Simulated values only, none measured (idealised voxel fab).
Process module heading - voxel fin reveal
The width of the displayed cross-section, cut, is 160 nm; its cells are square, with a size of 5 nm.
Square cells in a grid make up a cross-section in this document, and the grid is given as bands, listed from the top down, each one or more rows of cells.
The band entry comprises the height of the band's top followed by the height of its bottom, expressed in nm, and subsequently the band's materials from left to right, each stated together with its width in nm. Where a single material is marked with the word "all across", that material fills the band from edge to edge. The word "air" represents empty space.
Below 0: as-received wafer, all one material; heights counted from there. Lowest band: no bottom, goes on down, written "0 -> down".
You'd read "30->40" like this: the band's top row of cells is as wide as the first number, its bottom row is as wide as the second, and going down, every row changes width by the same amount as the row before did.
Step marked "nothing altered"? Then no cell in the cross-section changed in it.
Under "Closed empty spaces" you'll find the enclosed gaps, the ones with no way out to the top, that are 8 cells or bigger; each reads width x height at distance, with distance counted from the left edge, everything in nm.
Anything after a step's settings on that line? It's the simulator's own note about the step.
The optional step-line setting "overlay nm" applies to steps with a mask and quantifies how far to the right of its planned location the mask lay, a negative value indicating leftward placement.
## Steps planned for the process
1 RECEIVE with material Si
2 CONFORMAL_DEP with material SiN, thk nm 5
3 PATTERN with tone cover, mask id FINS, material resist, width nm 15, pitch nm 35, thk nm 20, overlay nm 0
4 DIRECTIONAL_ETCH with etch materials SiN, depth nm 5
5 DIRECTIONAL_ETCH with etch materials Si, depth nm 40
6 STRIP with etch materials resist
7 FILL_DEP with material SiO2, thk nm 15
8 CMP with height nm 5
9 SELECTIVE_ETCH with etch materials SiO2, depth nm 35
10 STRIP with etch materials SiN
## Shown in cross-section is the wafer as received, that is, as it stands after step 1
    0 -> down = Si all across
    Closed empty spaces: none
## The following cross-section depicts the wafer upon conclusion of the module. Processing commenced from the starting condition illustrated above and adhered to the plan illustrated above, save for one mistake in execution
    0 -> -30 = air 45, Si 15, air 20, Si 15, air 20, Si 15, air 30
    -30 -> -40 = SiO2 45, Si 15, SiO2 20, Si 15, SiO2 20, Si 15, SiO2 30
    -40 -> down = Si all across
    Closed empty spaces: none
Processing error: contrary to plan, step 3 was performed as PATTERN with tone cover, mask id FINS, material resist, width nm 15, pitch nm 35, thk nm 20, overlay nm 10
